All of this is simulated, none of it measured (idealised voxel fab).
This section sets out a process module, namely voxel capacitor over wiring.
For reference, the cross-section in this document is cut, with width 170 nm and square cells of 5 nm.
In what follows, cross-sections appear as grids of square cells, described through bands that run from the top down, where every band is one or more rows of cells.
It is stipulated that each band's entry specify, in nanometres, the height of the top of the band and then that of its bottom, followed by the materials of the band in left-to-right sequence, each together with its width in nanometres. A single material marked by the word "full width" is understood to fill the band from edge to edge; the word "air" is understood to denote empty space.
Heights are expressed relative to 0, this being the level below which the as-received wafer comprises one material exclusively. The lowest band is unbounded in the downward direction and is denoted as in "z 0 and below".
When a width is written as two numbers, as in "30->40", the first number is the width in the top row of cells of the band and the second is the width in its bottom row, and the width changes by the same amount from each row to the next.
"no change" after a step means that no cell of the cross-section changed.
In "Listed closed voids" the enclosed voids are listed, meaning empty spaces of 8 cells or larger without any opening to the top. The form is width x height at distance, distance from the left edge, units nm.
What comes after the settings on a step's line is commentary from the simulator itself on that step.
If you see "overlay nm" on a step's line and that step has a mask, it's telling you how far right of where it was planned the mask ended up; a negative number means it went left instead.
Read each pair as before and after one process step. The after cross-section shows only down to the lowest band that changed. The step between them and its settings are given below the pair. Pairs can come from different runs of this module on the same starting wafer. A pair continues from the pair above only where its "Status quo ante" entry says so.

Status quo ante
    z 0 and below: Si full width
    Listed closed voids: none

Cut View, Post-Step
    z 15 to 0: SiO2 full width
    Lower than 0, everything is as it was.
    Listed closed voids: none
The structure shown above changes from one cross-section to the other through CONFORMAL_DEP: material SiO2, thk nm 15

Status quo ante: the wafer arrives at this step looking as the after cross-section in the pair just above shows it.

Cut View, Post-Step
    z 20 to 15: SiN full width
    Lower than 15, everything is as it was.
    Listed closed voids: none
The structure shown above changes from one cross-section to the other through CONFORMAL_DEP: material SiN, thk nm 5

Status quo ante: the wafer arrives at this step looking as the after cross-section in the pair just above shows it.

Cut View, Post-Step
    z 45 to 20: SiO2 full width
    Lower than 20, everything is as it was.
    Listed closed voids: none
The structure shown above changes from one cross-section to the other through DIRECTIONAL_DEP: material SiO2, thk nm 25

Status quo ante: the wafer arrives at this step looking as the after cross-section in the pair just above shows it.

Cut View, Post-Step
    z 60 to 45: aC full width
    Lower than 45, everything is as it was.
    Listed closed voids: none
The structure shown above changes from one cross-section to the other through DIRECTIONAL_DEP: material aC, thk nm 15

Status quo ante: the wafer arrives at this step looking as the after cross-section in the pair just above shows it.

Cut View, Post-Step
    z 90 to 60: resist 25 nm | air 30 nm | resist 60 nm | air 30 nm | resist 25 nm
    Lower than 60, everything is as it was.
    Listed closed voids: none
The structure shown above changes from one cross-section to the other through PATTERN: tone open, mask id METAL_1, material resist, width nm 30, pitch nm 90, thk nm 30, overlay nm 0

Status quo ante: the wafer arrives at this step looking as the after cross-section in the pair just above shows it.

Cut View, Post-Step
    z 75 to 60: resist 25 nm | air 30 nm | resist 60 nm | air 30 nm | resist 25 nm
    z 60 to 45: aC 25 nm | air 30 nm | aC 60 nm | air 30 nm | aC 25 nm
    Lower than 45, everything is as it was.
    Listed closed voids: none
The structure shown above changes from one cross-section to the other through DIRECTIONAL_ETCH: etch materials aC, depth nm 15

Status quo ante: the wafer arrives at this step looking as the after cross-section in the pair just above shows it.

Cut View, Post-Step
    z 60 to 45: aC 25 nm | air 30 nm | aC 60 nm | air 30 nm | aC 25 nm
    Lower than 45, everything is as it was.
    Listed closed voids: none
The structure shown above changes from one cross-section to the other through STRIP: etch materials resist

Status quo ante: the wafer arrives at this step looking as the after cross-section in the pair just above shows it.

Cut View, Post-Step
    z 60 to 45: aC 25 nm | air 30 nm | aC 60 nm | air 30 nm | aC 25 nm
    z 45 to 20: SiO2 25 nm | air 30 nm | SiO2 60 nm | air 30 nm | SiO2 25 nm
    Lower than 20, everything is as it was.
    Listed closed voids: none
The structure shown above changes from one cross-section to the other through DIRECTIONAL_ETCH: etch materials SiO2, depth nm 25

Status quo ante: the wafer arrives at this step looking as the after cross-section in the pair just above shows it.

Cut View, Post-Step
    z 60 to 45: aC 25 nm | air 30 nm | aC 60 nm | air 30 nm | aC 25 nm
    z 45 to 20: SiO2 25 nm | air 30 nm | SiO2 60 nm | air 30 nm | SiO2 25 nm
    z 20 to 15: SiN 25 nm | air 30 nm | SiN 60 nm | air 30 nm | SiN 25 nm
    Lower than 15, everything is as it was.
    Listed closed voids: none
The structure shown above changes from one cross-section to the other through DIRECTIONAL_ETCH: etch materials SiN, depth nm 5

Status quo ante: the wafer arrives at this step looking as the after cross-section in the pair just above shows it.

Cut View, Post-Step
    z 45 to 20: SiO2 25 nm | air 30 nm | SiO2 60 nm | air 30 nm | SiO2 25 nm
    Lower than 20, everything is as it was.
    Listed closed voids: none
The structure shown above changes from one cross-section to the other through STRIP: etch materials aC

Status quo ante: the wafer arrives at this step looking as the after cross-section in the pair just above shows it.

Cut View, Post-Step
    z 50 to 45: TiN 30 nm | air 20 nm | TiN 70 nm | air 20 nm | TiN 30 nm
    z 45 to 20: SiO2 25 nm | TiN 5 nm | air 20 nm | TiN 5 nm | SiO2 60 nm | TiN 5 nm | air 20 nm | TiN 5 nm | SiO2 25 nm
    z 20 to 15: SiN 25 nm | TiN 30 nm | SiN 60 nm | TiN 30 nm | SiN 25 nm
    Lower than 15, everything is as it was.
    Listed closed voids: none
The structure shown above changes from one cross-section to the other through CONFORMAL_DEP: material TiN, thk nm 5

Status quo ante: the wafer arrives at this step looking as the after cross-section in the pair just above shows it.

Cut View, Post-Step
    z 60 to 50: Cu full width
    z 50 to 45: TiN 30 nm | Cu 20 nm | TiN 70 nm | Cu 20 nm | TiN 30 nm
    z 45 to 20: SiO2 25 nm | TiN 5 nm | Cu 20 nm | TiN 5 nm | SiO2 60 nm | TiN 5 nm | Cu 20 nm | TiN 5 nm | SiO2 25 nm
    Lower than 20, everything is as it was.
    Listed closed voids: none
The structure shown above changes from one cross-section to the other through FILL_DEP: material Cu, thk nm 10

Status quo ante: the wafer arrives at this step looking as the after cross-section in the pair just above shows it.

Cut View, Post-Step
    z 45 to 20: SiO2 25 nm | TiN 5 nm | Cu 20 nm | TiN 5 nm | SiO2 60 nm | TiN 5 nm | Cu 20 nm | TiN 5 nm | SiO2 25 nm
    Lower than 20, everything is as it was.
    Listed closed voids: none
The structure shown above changes from one cross-section to the other through CMP: height nm 45

Status quo ante: the wafer arrives at this step looking as the after cross-section in the pair just above shows it.

Cut View, Post-Step
    z 50 to 45: SiCN full width
    Lower than 45, everything is as it was.
    Listed closed voids: none
The structure shown above changes from one cross-section to the other through CONFORMAL_DEP: material SiCN, thk nm 5

Status quo ante: the wafer arrives at this step looking as the after cross-section in the pair just above shows it.

Cut View, Post-Step
    z 65 to 50: SiO2 full width
    Lower than 50, everything is as it was.
    Listed closed voids: none
The structure shown above changes from one cross-section to the other through DIRECTIONAL_DEP: material SiO2, thk nm 15

Status quo ante: the wafer arrives at this step looking as the after cross-section in the pair just above shows it.

Cut View, Post-Step
    z 85 to 65: resist 40 nm | air 15 nm | resist 115 nm
    Lower than 65, everything is as it was.
    Listed closed voids: none
The structure shown above changes from one cross-section to the other through PATTERN: tone open, mask id PLUG_1, material resist, width nm 15, thk nm 20, overlay nm 0

Status quo ante: the wafer arrives at this step looking as the after cross-section in the pair just above shows it.

Cut View, Post-Step
    z 85 to 65: resist 40 nm | air 15 nm | resist 115 nm
    z 65 to 50: SiO2 40 nm | air 15 nm | SiO2 115 nm
    Lower than 50, everything is as it was.
    Listed closed voids: none
The structure shown above changes from one cross-section to the other through DIRECTIONAL_ETCH: etch materials SiO2, depth nm 15

Status quo ante: the wafer arrives at this step looking as the after cross-section in the pair just above shows it.

Cut View, Post-Step
    z 85 to 65: resist 40 nm | air 15 nm | resist 115 nm
    z 65 to 50: SiO2 40 nm | air 15 nm | SiO2 115 nm
    z 50 to 45: SiCN 40 nm | air 15 nm | SiCN 115 nm
    Lower than 45, everything is as it was.
    Listed closed voids: none
The structure shown above changes from one cross-section to the other through DIRECTIONAL_ETCH: etch materials SiCN, depth nm 5

Status quo ante: the wafer arrives at this step looking as the after cross-section in the pair just above shows it.

Cut View, Post-Step
    z 65 to 50: SiO2 40 nm | air 15 nm | SiO2 115 nm
    Lower than 50, everything is as it was.
    Listed closed voids: none
The structure shown above changes from one cross-section to the other through STRIP: etch materials resist

Status quo ante: the wafer arrives at this step looking as the after cross-section in the pair just above shows it.

Cut View, Post-Step
    z 70 to 65: TiN 45 nm | air 5 nm | TiN 120 nm
    z 65 to 50: SiO2 40 nm | TiN 5 nm | air 5 nm | TiN 5 nm | SiO2 115 nm
    z 50 to 45: SiCN 40 nm | TiN 15 nm | SiCN 115 nm
    Lower than 45, everything is as it was.
    Listed closed voids: none
The structure shown above changes from one cross-section to the other through CONFORMAL_DEP: material TiN, thk nm 5

Status quo ante: the wafer arrives at this step looking as the after cross-section in the pair just above shows it.

Cut View, Post-Step
    z 75 to 70: W full width
    z 70 to 65: TiN 45 nm | W 5 nm | TiN 120 nm
    z 65 to 50: SiO2 40 nm | TiN 5 nm | W 5 nm | TiN 5 nm | SiO2 115 nm
    Lower than 50, everything is as it was.
    Listed closed voids: none
The structure shown above changes from one cross-section to the other through FILL_DEP: material W, thk nm 5

Status quo ante: the wafer arrives at this step looking as the after cross-section in the pair just above shows it.

Cut View, Post-Step
    z 65 to 50: SiO2 40 nm | TiN 5 nm | W 5 nm | TiN 5 nm | SiO2 115 nm
    Lower than 50, everything is as it was.
    Listed closed voids: none
The structure shown above changes from one cross-section to the other through CMP: height nm 65

Status quo ante: the wafer arrives at this step looking as the after cross-section in the pair just above shows it.

Cut View, Post-Step
    z 70 to 65: TiN full width
    Lower than 65, everything is as it was.
    Listed closed voids: none
The structure shown above changes from one cross-section to the other through DIRECTIONAL_DEP: material TiN, thk nm 5

Status quo ante: the wafer arrives at this step looking as the after cross-section in the pair just above shows it.

Cut View, Post-Step
    z 75 to 70: SiN full width
    Lower than 70, everything is as it was.
    Listed closed voids: none
The structure shown above changes from one cross-section to the other through DIRECTIONAL_DEP: material SiN, thk nm 5

Status quo ante: the wafer arrives at this step looking as the after cross-section in the pair just above shows it.

Cut View, Post-Step
    z 80 to 75: TiN full width
    Lower than 75, everything is as it was.
    Listed closed voids: none
The structure shown above changes from one cross-section to the other through DIRECTIONAL_DEP: material TiN, thk nm 5

Status quo ante: the wafer arrives at this step looking as the after cross-section in the pair just above shows it.

Cut View, Post-Step
    z 80 to 75: air 40 nm | TiN 65 nm | air 65 nm
    Lower than 75, everything is as it was.
    Listed closed voids: none
The structure shown above changes from one cross-section to the other through MASKED_ETCH: tone cover, mask id UPPER_PLATE, width nm 65, etch materials TiN, depth nm 5, overlay nm 0

Status quo ante: the wafer arrives at this step looking as the after cross-section in the pair just above shows it.

Cut View, Post-Step
    z 80 to 75: air 40 nm | TiN 65 nm | air 65 nm
    z 75 to 70: air 40 nm | SiN 65 nm | air 65 nm
    Lower than 70, everything is as it was.
    Listed closed voids: none
The structure shown above changes from one cross-section to the other through MASKED_ETCH: tone cover, mask id UPPER_PLATE, width nm 65, etch materials SiN, depth nm 5, overlay nm 0

Status quo ante: the wafer arrives at this step looking as the after cross-section in the pair just above shows it.

Cut View, Post-Step
    z 95 to 85: air 40 nm | aC 65 nm | air 65 nm
    z 85 to 80: aC full width
    z 80 to 75: aC 40 nm | TiN 65 nm | aC 65 nm
    z 75 to 70: aC 40 nm | SiN 65 nm | aC 65 nm
    Lower than 70, everything is as it was.
    Listed closed voids: none
The structure shown above changes from one cross-section to the other through DIRECTIONAL_DEP: material aC, thk nm 15

Status quo ante: the wafer arrives at this step looking as the after cross-section in the pair just above shows it.

Cut View, Post-Step
    z 130 to 95: air 35 nm | resist 75 nm | air 60 nm
    z 95 to 85: air 35 nm | resist 5 nm | aC 65 nm | resist 5 nm | air 60 nm
    Lower than 85, everything is as it was.
    Listed closed voids: none
The structure shown above changes from one cross-section to the other through PATTERN: tone cover, mask id LOWER_PLATE, material resist, width nm 75, thk nm 35, overlay nm 0

Status quo ante: the wafer arrives at this step looking as the after cross-section in the pair just above shows it.

Cut View, Post-Step
    z 115 to 95: air 35 nm | resist 75 nm | air 60 nm
    z 95 to 85: air 35 nm | resist 5 nm | aC 65 nm | resist 5 nm | air 60 nm
    z 85 to 80: air 35 nm | aC 75 nm | air 60 nm
    z 80 to 75: air 35 nm | aC 5 nm | TiN 65 nm | aC 5 nm | air 60 nm
    z 75 to 70: air 35 nm | aC 5 nm | SiN 65 nm | aC 5 nm | air 60 nm
    Lower than 70, everything is as it was.
    Listed closed voids: none
The structure shown above changes from one cross-section to the other through DIRECTIONAL_ETCH: etch materials aC, depth nm 15

Status quo ante: the wafer arrives at this step looking as the after cross-section in the pair just above shows it.

Cut View, Post-Step
    z 95 to 85: air 40 nm | aC 65 nm | air 65 nm
    Lower than 85, everything is as it was.
    Listed closed voids: none
The structure shown above changes from one cross-section to the other through STRIP: etch materials resist

Status quo ante: the wafer arrives at this step looking as the after cross-section in the pair just above shows it.

Cut View, Post-Step
    z 95 to 85: air 40 nm | aC 65 nm | air 65 nm
    z 85 to 80: air 35 nm | aC 75 nm | air 60 nm
    z 80 to 75: air 35 nm | aC 5 nm | TiN 65 nm | aC 5 nm | air 60 nm
    z 75 to 70: air 35 nm | aC 5 nm | SiN 65 nm | aC 5 nm | air 60 nm
    z 70 to 65: air 35 nm | TiN 75 nm | air 60 nm
    Lower than 65, everything is as it was.
    Listed closed voids: none
The structure shown above changes from one cross-section to the other through DIRECTIONAL_ETCH: etch materials TiN, depth nm 5

Status quo ante: the wafer arrives at this step looking as the after cross-section in the pair just above shows it.

Cut View, Post-Step
    z 80 to 75: air 40 nm | TiN 65 nm | air 65 nm
    z 75 to 70: air 40 nm | SiN 65 nm | air 65 nm
    Lower than 70, everything is as it was.
    Listed closed voids: none
The structure shown above changes from one cross-section to the other through STRIP: etch materials aC

Status quo ante: the wafer arrives at this step looking as the after cross-section in the pair just above shows it.

Cut View, Post-Step
    z 95 to 80: SiO2 full width
    z 80 to 75: SiO2 40 nm | TiN 65 nm | SiO2 65 nm
    z 75 to 70: SiO2 40 nm | SiN 65 nm | SiO2 65 nm
    z 70 to 65: SiO2 35 nm | TiN 75 nm | SiO2 60 nm
    Lower than 65, everything is as it was.
    Listed closed voids: none
The structure shown above changes from one cross-section to the other through FILL_DEP: material SiO2, thk nm 15

Status quo ante: the wafer arrives at this step looking as the after cross-section in the pair just above shows it.

Cut View, Post-Step
    z 90 to 80: SiO2 full width
    Lower than 80, everything is as it was.
    Listed closed voids: none
The structure shown above changes from one cross-section to the other through CMP: height nm 90

Status quo ante: the wafer arrives at this step looking as the after cross-section in the pair just above shows it.

Cut View, Post-Step
    z 90 to 80: SiO2 50 nm | air 15 nm | SiO2 105 nm
    Lower than 80, everything is as it was.
    Listed closed voids: none
The structure shown above changes from one cross-section to the other through MASKED_ETCH: tone open, mask id PLUG_2, width nm 15, etch materials SiO2, depth nm 10, overlay nm 0

Status quo ante: the wafer arrives at this step looking as the after cross-section in the pair just above shows it.

Cut View, Post-Step
    z 95 to 90: TiN 55 nm | air 5 nm | TiN 110 nm
    z 90 to 85: SiO2 50 nm | TiN 5 nm | air 5 nm | TiN 5 nm | SiO2 105 nm
    z 85 to 75: SiO2 50->40 nm | TiN 15->65 nm | SiO2 105->65 nm
    Lower than 75, everything is as it was.
    Listed closed voids: none
The structure shown above changes from one cross-section to the other through CONFORMAL_DEP: material TiN, thk nm 5

Status quo ante: the wafer arrives at this step looking as the after cross-section in the pair just above shows it.

Cut View, Post-Step
    z 100 to 95: Cu full width
    z 95 to 90: TiN 55 nm | Cu 5 nm | TiN 110 nm
    z 90 to 85: SiO2 50 nm | TiN 5 nm | Cu 5 nm | TiN 5 nm | SiO2 105 nm
    Lower than 85, everything is as it was.
    Listed closed voids: none
The structure shown above changes from one cross-section to the other through FILL_DEP: material Cu, thk nm 5

Status quo ante: the wafer arrives at this step looking as the after cross-section in the pair just above shows it.

Cut View, Post-Step
    z 90 to 85: SiO2 50 nm | TiN 5 nm | Cu 5 nm | TiN 5 nm | SiO2 105 nm
    Lower than 85, everything is as it was.
    Listed closed voids: none
The structure shown above changes from one cross-section to the other through CMP: height nm 90

Status quo ante: the wafer arrives at this step looking as the after cross-section in the pair just above shows it.

Cut View, Post-Step
    z 95 to 90: SiCN full width
    Lower than 90, everything is as it was.
    Listed closed voids: none
The structure shown above changes from one cross-section to the other through CONFORMAL_DEP: material SiCN, thk nm 5

Status quo ante
    z 75 to 70: SiN full width
    z 70 to 65: TiN full width
    z 65 to 50: SiO2 40 nm | TiN 5 nm | W 5 nm | TiN 5 nm | SiO2 115 nm
    z 50 to 45: SiCN 40 nm | TiN 15 nm | SiCN 115 nm
    z 45 to 20: SiO2 25 nm | TiN 5 nm | Cu 20 nm | TiN 5 nm | SiO2 60 nm | TiN 5 nm | Cu 20 nm | TiN 5 nm | SiO2 25 nm
    z 20 to 15: SiN 25 nm | TiN 30 nm | SiN 60 nm | TiN 30 nm | SiN 25 nm
    z 15 to 0: SiO2 full width
    z 0 and below: Si full width
    Listed closed voids: none

Cut View, Post-Step
    z 75 to 70: air 40 nm | SiN 65 nm | air 65 nm
    Lower than 70, everything is as it was.
    Listed closed voids: none
The structure shown above changes from one cross-section to the other through MASKED_ETCH: tone cover, mask id UPPER_PLATE, width nm 65, etch materials SiN, depth nm 5, overlay nm 0

Status quo ante: the wafer arrives at this step looking as the after cross-section in the pair just above shows it.

Cut View, Post-Step
    z 90 to 85: air 40 nm | aC 65 nm | air 65 nm
    z 85 to 75: aC full width
    z 75 to 70: aC 40 nm | SiN 65 nm | aC 65 nm
    Lower than 70, everything is as it was.
    Listed closed voids: none
The structure shown above changes from one cross-section to the other through DIRECTIONAL_DEP: material aC, thk nm 15

Status quo ante: the wafer arrives at this step looking as the after cross-section in the pair just above shows it.

Cut View, Post-Step
    z 125 to 90: air 35 nm | resist 75 nm | air 60 nm
    z 90 to 85: air 35 nm | resist 5 nm | aC 65 nm | resist 5 nm | air 60 nm
    Lower than 85, everything is as it was.
    Listed closed voids: none
The structure shown above changes from one cross-section to the other through PATTERN: tone cover, mask id LOWER_PLATE, material resist, width nm 75, thk nm 35, overlay nm 0

Status quo ante: the wafer arrives at this step looking as the after cross-section in the pair just above shows it.

Cut View, Post-Step
    z 110 to 90: air 35 nm | resist 75 nm | air 60 nm
    z 90 to 85: air 35 nm | resist 5 nm | aC 65 nm | resist 5 nm | air 60 nm
    z 85 to 75: air 35 nm | aC 75 nm | air 60 nm
    z 75 to 70: air 35 nm | aC 5 nm | SiN 65 nm | aC 5 nm | air 60 nm
    Lower than 70, everything is as it was.
    Listed closed voids: none
The structure shown above changes from one cross-section to the other through DIRECTIONAL_ETCH: etch materials aC, depth nm 15

Status quo ante: the wafer arrives at this step looking as the after cross-section in the pair just above shows it.

Cut View, Post-Step
    z 90 to 85: air 40 nm | aC 65 nm | air 65 nm
    Lower than 85, everything is as it was.
    Listed closed voids: none
The structure shown above changes from one cross-section to the other through STRIP: etch materials resist

Status quo ante: the wafer arrives at this step looking as the after cross-section in the pair just above shows it.

Cut View, Post-Step
    z 90 to 85: air 40 nm | aC 65 nm | air 65 nm
    z 85 to 75: air 35 nm | aC 75 nm | air 60 nm
    z 75 to 70: air 35 nm | aC 5 nm | SiN 65 nm | aC 5 nm | air 60 nm
    z 70 to 65: air 35 nm | TiN 75 nm | air 60 nm
    Lower than 65, everything is as it was.
    Listed closed voids: none
The structure shown above changes from one cross-section to the other through DIRECTIONAL_ETCH: etch materials TiN, depth nm 5

Status quo ante: the wafer arrives at this step looking as the after cross-section in the pair just above shows it.

Cut View, Post-Step
    z 75 to 70: air 40 nm | SiN 65 nm | air 65 nm
    Lower than 70, everything is as it was.
    Listed closed voids: none
The structure shown above changes from one cross-section to the other through STRIP: etch materials aC

Status quo ante: the wafer arrives at this step looking as the after cross-section in the pair just above shows it.

Cut View, Post-Step
    z 90 to 75: SiO2 full width
    z 75 to 70: SiO2 40 nm | SiN 65 nm | SiO2 65 nm
    z 70 to 65: SiO2 35 nm | TiN 75 nm | SiO2 60 nm
    Lower than 65, everything is as it was.
    Listed closed voids: none
The structure shown above changes from one cross-section to the other through FILL_DEP: material SiO2, thk nm 15

Status quo ante: the wafer arrives at this step looking as the after cross-section in the pair just above shows it.

Cut View, Post-Step
    z 90 to 80: SiO2 50 nm | air 15 nm | SiO2 105 nm
    Lower than 80, everything is as it was.
    Listed closed voids: none
The structure shown above changes from one cross-section to the other through MASKED_ETCH: tone open, mask id PLUG_2, width nm 15, etch materials SiO2, depth nm 10, overlay nm 0

Status quo ante: the wafer arrives at this step looking as the after cross-section in the pair just above shows it.

Cut View, Post-Step
    z 95 to 90: TiN 55 nm | air 5 nm | TiN 110 nm
    z 90 to 85: SiO2 50 nm | TiN 5 nm | air 5 nm | TiN 5 nm | SiO2 105 nm
    z 85 to 80: SiO2 50 nm | TiN 15 nm | SiO2 105 nm
    Lower than 80, everything is as it was.
    Listed closed voids: none
The structure shown above changes from one cross-section to the other through CONFORMAL_DEP: material TiN, thk nm 5

Status quo ante: the wafer arrives at this step looking as the after cross-section in the pair just above shows it.

Cut View, Post-Step
    z 100 to 95: Cu full width
    z 95 to 90: TiN 55 nm | Cu 5 nm | TiN 110 nm
    z 90 to 85: SiO2 50 nm | TiN 5 nm | Cu 5 nm | TiN 5 nm | SiO2 105 nm
    Lower than 85, everything is as it was.
    Listed closed voids: none
The structure shown above changes from one cross-section to the other through FILL_DEP: material Cu, thk nm 5

Status quo ante: the wafer arrives at this step looking as the after cross-section in the pair just above shows it.

Cut View, Post-Step
    z 90 to 85: SiO2 50 nm | TiN 5 nm | Cu 5 nm | TiN 5 nm | SiO2 105 nm
    Lower than 85, everything is as it was.
    Listed closed voids: none
The structure shown above changes from one cross-section to the other through CMP: height nm 90

Status quo ante: the wafer arrives at this step looking as the after cross-section in the pair just above shows it.

Cut View, Post-Step
    z 95 to 90: SiCN full width
    Lower than 90, everything is as it was.
    Listed closed voids: none
The structure shown above changes from one cross-section to the other through CONFORMAL_DEP: material SiCN, thk nm 5

Status quo ante
    z 15 to 0: SiO2 full width
    z 0 and below: Si full width
    Listed closed voids: none

Cut View, Post-Step
    z 30 to 0: SiO2 full width
    Lower than 0, everything is as it was.
    Listed closed voids: none
The structure shown above changes from one cross-section to the other through CONFORMAL_DEP: material SiO2, thk nm 15

Status quo ante: the wafer arrives at this step looking as the after cross-section in the pair just above shows it.

Cut View, Post-Step
    z 35 to 30: SiN full width
    Lower than 30, everything is as it was.
    Listed closed voids: none
The structure shown above changes from one cross-section to the other through CONFORMAL_DEP: material SiN, thk nm 5

Status quo ante: the wafer arrives at this step looking as the after cross-section in the pair just above shows it.

Cut View, Post-Step
    z 60 to 35: SiO2 full width
    Lower than 35, everything is as it was.
    Listed closed voids: none
The structure shown above changes from one cross-section to the other through DIRECTIONAL_DEP: material SiO2, thk nm 25

Status quo ante: the wafer arrives at this step looking as the after cross-section in the pair just above shows it.

Cut View, Post-Step
    z 75 to 60: aC full width
    Lower than 60, everything is as it was.
    Listed closed voids: none
The structure shown above changes from one cross-section to the other through DIRECTIONAL_DEP: material aC, thk nm 15

Status quo ante: the wafer arrives at this step looking as the after cross-section in the pair just above shows it.

Cut View, Post-Step
    z 105 to 75: resist 25 nm | air 30 nm | resist 60 nm | air 30 nm | resist 25 nm
    Lower than 75, everything is as it was.
    Listed closed voids: none
The structure shown above changes from one cross-section to the other through PATTERN: tone open, mask id METAL_1, material resist, width nm 30, pitch nm 90, thk nm 30, overlay nm 0

Status quo ante: the wafer arrives at this step looking as the after cross-section in the pair just above shows it.

Cut View, Post-Step
    z 90 to 75: resist 25 nm | air 30 nm | resist 60 nm | air 30 nm | resist 25 nm
    z 75 to 60: aC 25 nm | air 30 nm | aC 60 nm | air 30 nm | aC 25 nm
    Lower than 60, everything is as it was.
    Listed closed voids: none
The structure shown above changes from one cross-section to the other through DIRECTIONAL_ETCH: etch materials aC, depth nm 15

Status quo ante: the wafer arrives at this step looking as the after cross-section in the pair just above shows it.

Cut View, Post-Step
    z 75 to 60: aC 25 nm | air 30 nm | aC 60 nm | air 30 nm | aC 25 nm
    Lower than 60, everything is as it was.
    Listed closed voids: none
The structure shown above changes from one cross-section to the other through STRIP: etch materials resist

Status quo ante: the wafer arrives at this step looking as the after cross-section in the pair just above shows it.

Cut View, Post-Step
    z 75 to 60: aC 25 nm | air 30 nm | aC 60 nm | air 30 nm | aC 25 nm
    z 60 to 35: SiO2 25 nm | air 30 nm | SiO2 60 nm | air 30 nm | SiO2 25 nm
    Lower than 35, everything is as it was.
    Listed closed voids: none
The structure shown above changes from one cross-section to the other through DIRECTIONAL_ETCH: etch materials SiO2, depth nm 25

Status quo ante: the wafer arrives at this step looking as the after cross-section in the pair just above shows it.

Cut View, Post-Step
    z 75 to 60: aC 25 nm | air 30 nm | aC 60 nm | air 30 nm | aC 25 nm
    z 60 to 35: SiO2 25 nm | air 30 nm | SiO2 60 nm | air 30 nm | SiO2 25 nm
    z 35 to 30: SiN 25 nm | air 30 nm | SiN 60 nm | air 30 nm | SiN 25 nm
    Lower than 30, everything is as it was.
    Listed closed voids: none
The structure shown above changes from one cross-section to the other through DIRECTIONAL_ETCH: etch materials SiN, depth nm 5

Status quo ante: the wafer arrives at this step looking as the after cross-section in the pair just above shows it.

Cut View, Post-Step
    z 60 to 35: SiO2 25 nm | air 30 nm | SiO2 60 nm | air 30 nm | SiO2 25 nm
    Lower than 35, everything is as it was.
    Listed closed voids: none
The structure shown above changes from one cross-section to the other through STRIP: etch materials aC

Status quo ante: the wafer arrives at this step looking as the after cross-section in the pair just above shows it.

Cut View, Post-Step
    z 65 to 60: TiN 30 nm | air 20 nm | TiN 70 nm | air 20 nm | TiN 30 nm
    z 60 to 35: SiO2 25 nm | TiN 5 nm | air 20 nm | TiN 5 nm | SiO2 60 nm | TiN 5 nm | air 20 nm | TiN 5 nm | SiO2 25 nm
    z 35 to 30: SiN 25 nm | TiN 30 nm | SiN 60 nm | TiN 30 nm | SiN 25 nm
    Lower than 30, everything is as it was.
    Listed closed voids: none
The structure shown above changes from one cross-section to the other through CONFORMAL_DEP: material TiN, thk nm 5

Status quo ante: the wafer arrives at this step looking as the after cross-section in the pair just above shows it.

Cut View, Post-Step
    z 75 to 65: Cu full width
    z 65 to 60: TiN 30 nm | Cu 20 nm | TiN 70 nm | Cu 20 nm | TiN 30 nm
    z 60 to 35: SiO2 25 nm | TiN 5 nm | Cu 20 nm | TiN 5 nm | SiO2 60 nm | TiN 5 nm | Cu 20 nm | TiN 5 nm | SiO2 25 nm
    Lower than 35, everything is as it was.
    Listed closed voids: none
The structure shown above changes from one cross-section to the other through FILL_DEP: material Cu, thk nm 10

Status quo ante: the wafer arrives at this step looking as the after cross-section in the pair just above shows it.

Cut View, Post-Step
    z 45 to 35: SiO2 25 nm | TiN 5 nm | Cu 20 nm | TiN 5 nm | SiO2 60 nm | TiN 5 nm | Cu 20 nm | TiN 5 nm | SiO2 25 nm
    Lower than 35, everything is as it was.
    Listed closed voids: none
The structure shown above changes from one cross-section to the other through CMP: height nm 45

Status quo ante: the wafer arrives at this step looking as the after cross-section in the pair just above shows it.

Cut View, Post-Step
    z 50 to 45: SiCN full width
    Lower than 45, everything is as it was.
    Listed closed voids: none
The structure shown above changes from one cross-section to the other through CONFORMAL_DEP: material SiCN, thk nm 5

Status quo ante: the wafer arrives at this step looking as the after cross-section in the pair just above shows it.

Cut View, Post-Step
    z 65 to 50: SiO2 full width
    Lower than 50, everything is as it was.
    Listed closed voids: none
The structure shown above changes from one cross-section to the other through DIRECTIONAL_DEP: material SiO2, thk nm 15

Status quo ante: the wafer arrives at this step looking as the after cross-section in the pair just above shows it.

Cut View, Post-Step
    z 85 to 65: resist 40 nm | air 15 nm | resist 115 nm
    Lower than 65, everything is as it was.
    Listed closed voids: none
The structure shown above changes from one cross-section to the other through PATTERN: tone open, mask id PLUG_1, material resist, width nm 15, thk nm 20, overlay nm 0

Status quo ante: the wafer arrives at this step looking as the after cross-section in the pair just above shows it.

Cut View, Post-Step
    z 85 to 65: resist 40 nm | air 15 nm | resist 115 nm
    z 65 to 50: SiO2 40 nm | air 15 nm | SiO2 115 nm
    Lower than 50, everything is as it was.
    Listed closed voids: none
The structure shown above changes from one cross-section to the other through DIRECTIONAL_ETCH: etch materials SiO2, depth nm 15

Status quo ante: the wafer arrives at this step looking as the after cross-section in the pair just above shows it.

Cut View, Post-Step
    z 85 to 65: resist 40 nm | air 15 nm | resist 115 nm
    z 65 to 50: SiO2 40 nm | air 15 nm | SiO2 115 nm
    z 50 to 45: SiCN 40 nm | air 15 nm | SiCN 115 nm
    Lower than 45, everything is as it was.
    Listed closed voids: none
The structure shown above changes from one cross-section to the other through DIRECTIONAL_ETCH: etch materials SiCN, depth nm 5

Status quo ante: the wafer arrives at this step looking as the after cross-section in the pair just above shows it.

Cut View, Post-Step
    z 65 to 50: SiO2 40 nm | air 15 nm | SiO2 115 nm
    Lower than 50, everything is as it was.
    Listed closed voids: none
The structure shown above changes from one cross-section to the other through STRIP: etch materials resist

Status quo ante: the wafer arrives at this step looking as the after cross-section in the pair just above shows it.

Cut View, Post-Step
    z 70 to 65: TiN 45 nm | air 5 nm | TiN 120 nm
    z 65 to 50: SiO2 40 nm | TiN 5 nm | air 5 nm | TiN 5 nm | SiO2 115 nm
    z 50 to 45: SiCN 40 nm | TiN 15 nm | SiCN 115 nm
    Lower than 45, everything is as it was.
    Listed closed voids: none
The structure shown above changes from one cross-section to the other through CONFORMAL_DEP: material TiN, thk nm 5

Status quo ante: the wafer arrives at this step looking as the after cross-section in the pair just above shows it.

Cut View, Post-Step
    z 75 to 70: W full width
    z 70 to 65: TiN 45 nm | W 5 nm | TiN 120 nm
    z 65 to 50: SiO2 40 nm | TiN 5 nm | W 5 nm | TiN 5 nm | SiO2 115 nm
    Lower than 50, everything is as it was.
    Listed closed voids: none
The structure shown above changes from one cross-section to the other through FILL_DEP: material W, thk nm 5
